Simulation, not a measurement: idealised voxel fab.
Process module heading - voxel gate over fins
Square cells of 5 nm make up the cross-section cut, whose width is 285 nm.
Cross-section, as written here: a square-cell grid given band by band from the top down, where a band holds one or more rows of cells. Quick guide to a band line: top height, bottom height (nm) up front; then every material left to right with its width in nm. Only one material and it's marked "all across"? Then it fills the band edge to edge. And "blank" just means empty space. Basically, 0 is our baseline, since under it the wafer straight out of the box is all one material. The bottom band has no lower end and keeps on going down, so it looks like "0 and below". You'd read "30 to 40" like this: the band's top row of cells is as wide as the first number, its bottom row is as wide as the second, and going down, every row changes width by the same amount as the row before did. Key: "no alterations made" - step with no changed cell in the cross-section. Closed-off voids of 8+ cells (no open route to the top) go in "Enclosed internal cavities", written width x height at distance from the left edge, in nm. What comes after the settings on a step's line is commentary from the simulator itself on that step. The "overlay nm" setting may appear on a step's line; for a step that uses a mask, it gives how far to the right of its planned position the mask lay, and a negative value indicates the left.

List of planned process steps:
1. RECEIVE (material Si)
2. CONFORMAL_DEP (material SiN; thk nm 10)
3. MASKED_ETCH (tone cover; mask id FINS; width nm 15; pitch nm 40; etch materials SiN; depth nm 10; overlay nm 0)
4. MASKED_ETCH (tone cover; mask id FINS; width nm 15; pitch nm 40; etch materials Si; depth nm 40; overlay nm 0)
5. OXIDIZE (depth nm 5)
6. FILL_DEP (material SiO2; thk nm 10)
7. CMP (height nm 10)
8. SELECTIVE_ETCH (etch materials SiO2; depth nm 25)
9. STRIP (etch materials SiN)
10. CONFORMAL_DEP (material HfO2; thk nm 5)
11. CONFORMAL_DEP (material TiN; thk nm 5)
12. FILL_DEP (material W; thk nm 15)
13. CMP (height nm 20)
14. CONFORMAL_DEP (material SiN; thk nm 5)

The following pertains to the first of two wafers, which was processed as planned:

As received, after step 1:
0 and below | Si all across
Enclosed internal cavities: none

After step 2: wafer cross-section:
10 down to 0 | SiN all across
Heights below 0 show no change.

After step 3: wafer cross-section:
10 down to 0 | blank: 75 / SiN: 15 / blank: 25 / SiN: 15 / blank: 25 / SiN: 15 / blank: 25 / SiN: 15 / blank: 75
Heights below 0 show no change.

After step 4: wafer cross-section:
10 down to 0 | blank: 75 / SiN: 15 / blank: 25 / SiN: 15 / blank: 25 / SiN: 15 / blank: 25 / SiN: 15 / blank: 75
0 down to -40 | blank: 75 / Si: 15 / blank: 25 / Si: 15 / blank: 25 / Si: 15 / blank: 25 / Si: 15 / blank: 75
Heights below -40 show no change.

After step 5: wafer cross-section:
10 down to 0 | blank: 75 / SiN: 15 / blank: 25 / SiN: 15 / blank: 25 / SiN: 15 / blank: 25 / SiN: 15 / blank: 75
0 down to -40 | blank: 75 / SiO2: 5 / Si: 5 / SiO2: 5 / blank: 25 / SiO2: 5 / Si: 5 / SiO2: 5 / blank: 25 / SiO2: 5 / Si: 5 / SiO2: 5 / blank: 25 / SiO2: 5 / Si: 5 / SiO2: 5 / blank: 75
-40 down to -45 | SiO2: 80 / Si: 5 / SiO2: 35 / Si: 5 / SiO2: 35 / Si: 5 / SiO2: 35 / Si: 5 / SiO2: 80
Heights below -45 show no change.

After step 6: wafer cross-section:
20 down to 10 | SiO2 all across
10 down to 0 | SiO2: 75 / SiN: 15 / SiO2: 25 / SiN: 15 / SiO2: 25 / SiN: 15 / SiO2: 25 / SiN: 15 / SiO2: 75
0 down to -45 | SiO2: 80 / Si: 5 / SiO2: 35 / Si: 5 / SiO2: 35 / Si: 5 / SiO2: 35 / Si: 5 / SiO2: 80
Heights below -45 show no change.

After step 7: wafer cross-section:
10 down to 0 | SiO2: 75 / SiN: 15 / SiO2: 25 / SiN: 15 / SiO2: 25 / SiN: 15 / SiO2: 25 / SiN: 15 / SiO2: 75
Heights below 0 show no change.

After step 8: wafer cross-section:
10 down to 0 | blank: 75 / SiN: 15 / blank: 25 / SiN: 15 / blank: 25 / SiN: 15 / blank: 25 / SiN: 15 / blank: 75
0 down to -15 | blank: 80 / Si: 5 / blank: 35 / Si: 5 / blank: 35 / Si: 5 / blank: 35 / Si: 5 / blank: 80
Heights below -15 show no change.

After step 9: wafer cross-section:
0 down to -15 | blank: 80 / Si: 5 / blank: 35 / Si: 5 / blank: 35 / Si: 5 / blank: 35 / Si: 5 / blank: 80
Heights below -15 show no change.

After step 10: wafer cross-section:
5 down to 0 | blank: 75 / HfO2: 15 / blank: 25 / HfO2: 15 / blank: 25 / HfO2: 15 / blank: 25 / HfO2: 15 / blank: 75
0 down to -10 | blank: 75 / HfO2: 5 / Si: 5 / HfO2: 5 / blank: 25 / HfO2: 5 / Si: 5 / HfO2: 5 / blank: 25 / HfO2: 5 / Si: 5 / HfO2: 5 / blank: 25 / HfO2: 5 / Si: 5 / HfO2: 5 / blank: 75
-10 down to -15 | HfO2: 80 / Si: 5 / HfO2: 35 / Si: 5 / HfO2: 35 / Si: 5 / HfO2: 35 / Si: 5 / HfO2: 80
Heights below -15 show no change.

After step 11: wafer cross-section:
10 down to 5 | blank: 70 / TiN: 25 / blank: 15 / TiN: 25 / blank: 15 / TiN: 25 / blank: 15 / TiN: 25 / blank: 70
5 down to 0 | blank: 70 / TiN: 5 / HfO2: 15 / TiN: 5 / blank: 15 / TiN: 5 / HfO2: 15 / TiN: 5 / blank: 15 / TiN: 5 / HfO2: 15 / TiN: 5 / blank: 15 / TiN: 5 / HfO2: 15 / TiN: 5 / blank: 70
0 down to -5 | blank: 70 / TiN: 5 / HfO2: 5 / Si: 5 / HfO2: 5 / TiN: 5 / blank: 15 / TiN: 5 / HfO2: 5 / Si: 5 / HfO2: 5 / TiN: 5 / blank: 15 / TiN: 5 / HfO2: 5 / Si: 5 / HfO2: 5 / TiN: 5 / blank: 15 / TiN: 5 / HfO2: 5 / Si: 5 / HfO2: 5 / TiN: 5 / blank: 70
-5 down to -10 | TiN: 75 / HfO2: 5 / Si: 5 / HfO2: 5 / TiN: 25 / HfO2: 5 / Si: 5 / HfO2: 5 / TiN: 25 / HfO2: 5 / Si: 5 / HfO2: 5 / TiN: 25 / HfO2: 5 / Si: 5 / HfO2: 5 / TiN: 75
Heights below -10 show no change.

After step 12: wafer cross-section:
25 down to 10 | W all across
10 down to 5 | W: 70 / TiN: 25 / W: 15 / TiN: 25 / W: 15 / TiN: 25 / W: 15 / TiN: 25 / W: 70
5 down to 0 | W: 70 / TiN: 5 / HfO2: 15 / TiN: 5 / W: 15 / TiN: 5 / HfO2: 15 / TiN: 5 / W: 15 / TiN: 5 / HfO2: 15 / TiN: 5 / W: 15 / TiN: 5 / HfO2: 15 / TiN: 5 / W: 70
0 down to -5 | W: 70 / TiN: 5 / HfO2: 5 / Si: 5 / HfO2: 5 / TiN: 5 / W: 15 / TiN: 5 / HfO2: 5 / Si: 5 / HfO2: 5 / TiN: 5 / W: 15 / TiN: 5 / HfO2: 5 / Si: 5 / HfO2: 5 / TiN: 5 / W: 15 / TiN: 5 / HfO2: 5 / Si: 5 / HfO2: 5 / TiN: 5 / W: 70
Heights below -5 show no change.

After step 13: wafer cross-section:
20 down to 10 | W all across
Heights below 10 show no change.

After step 14: wafer cross-section:
25 down to 20 | SiN all across
Heights below 20 show no change.

Second wafer, same starting state and plan as the first, one mistake in the run, identical through step 1:

Planned end of step 2: second wafer, cross-section: no alterations made

Planned end of step 3: second wafer, cross-section: no alterations made

Planned end of step 4: second wafer, cross-section:
0 down to -40 | blank: 75 / Si: 15 / blank: 25 / Si: 15 / blank: 25 / Si: 15 / blank: 25 / Si: 15 / blank: 75
Heights below -40 show no change.

Planned end of step 5: second wafer, cross-section:
0 down to -5 | blank: 75 / SiO2: 15 / blank: 25 / SiO2: 15 / blank: 25 / SiO2: 15 / blank: 25 / SiO2: 15 / blank: 75
-5 down to -40 | blank: 75 / SiO2: 5 / Si: 5 / SiO2: 5 / blank: 25 / SiO2: 5 / Si: 5 / SiO2: 5 / blank: 25 / SiO2: 5 / Si: 5 / SiO2: 5 / blank: 25 / SiO2: 5 / Si: 5 / SiO2: 5 / blank: 75
-40 down to -45 | SiO2: 80 / Si: 5 / SiO2: 35 / Si: 5 / SiO2: 35 / Si: 5 / SiO2: 35 / Si: 5 / SiO2: 80
Heights below -45 show no change.

Planned end of step 6: second wafer, cross-section:
10 down to -5 | SiO2 all across
-5 down to -45 | SiO2: 80 / Si: 5 / SiO2: 35 / Si: 5 / SiO2: 35 / Si: 5 / SiO2: 35 / Si: 5 / SiO2: 80
Heights below -45 show no change.

Planned end of step 7: second wafer, cross-section: no alterations made

Planned end of step 8: second wafer, cross-section:
-5 down to -15 | blank: 80 / Si: 5 / blank: 35 / Si: 5 / blank: 35 / Si: 5 / blank: 35 / Si: 5 / blank: 80
Heights below -15 show no change.

Planned end of step 9: second wafer, cross-section: no alterations made

Planned end of step 10: second wafer, cross-section:
0 down to -5 | blank: 75 / HfO2: 15 / blank: 25 / HfO2: 15 / blank: 25 / HfO2: 15 / blank: 25 / HfO2: 15 / blank: 75
-5 down to -10 | blank: 75 / HfO2: 5 / Si: 5 / HfO2: 5 / blank: 25 / HfO2: 5 / Si: 5 / HfO2: 5 / blank: 25 / HfO2: 5 / Si: 5 / HfO2: 5 / blank: 25 / HfO2: 5 / Si: 5 / HfO2: 5 / blank: 75
-10 down to -15 | HfO2: 80 / Si: 5 / HfO2: 35 / Si: 5 / HfO2: 35 / Si: 5 / HfO2: 35 / Si: 5 / HfO2: 80
Heights below -15 show no change.

Planned end of step 11: second wafer, cross-section:
5 down to 0 | blank: 70 / TiN: 25 / blank: 15 / TiN: 25 / blank: 15 / TiN: 25 / blank: 15 / TiN: 25 / blank: 70
0 down to -5 | blank: 70 / TiN: 5 / HfO2: 15 / TiN: 5 / blank: 15 / TiN: 5 / HfO2: 15 / TiN: 5 / blank: 15 / TiN: 5 / HfO2: 15 / TiN: 5 / blank: 15 / TiN: 5 / HfO2: 15 / TiN: 5 / blank: 70
-5 down to -10 | TiN: 75 / HfO2: 5 / Si: 5 / HfO2: 5 / TiN: 25 / HfO2: 5 / Si: 5 / HfO2: 5 / TiN: 25 / HfO2: 5 / Si: 5 / HfO2: 5 / TiN: 25 / HfO2: 5 / Si: 5 / HfO2: 5 / TiN: 75
Heights below -10 show no change.

Planned end of step 12: second wafer, cross-section:
20 down to 5 | W all across
5 down to 0 | W: 70 / TiN: 25 / W: 15 / TiN: 25 / W: 15 / TiN: 25 / W: 15 / TiN: 25 / W: 70
0 down to -5 | W: 70 / TiN: 5 / HfO2: 15 / TiN: 5 / W: 15 / TiN: 5 / HfO2: 15 / TiN: 5 / W: 15 / TiN: 5 / HfO2: 15 / TiN: 5 / W: 15 / TiN: 5 / HfO2: 15 / TiN: 5 / W: 70
Heights below -5 show no change.

Planned end of step 13: second wafer, cross-section: no alterations made

Planned end of step 14: second wafer, cross-section:
25 down to 20 | SiN all across
Heights below 20 show no change.
What was the processing mistake? step 2 in the plan did not get run; it was skipped
Final cells, second wafer relative to first, materials higher or lower: 8 fewer of HfO2, 4 fewer of Si, 8 fewer of TiN, 20 more of W
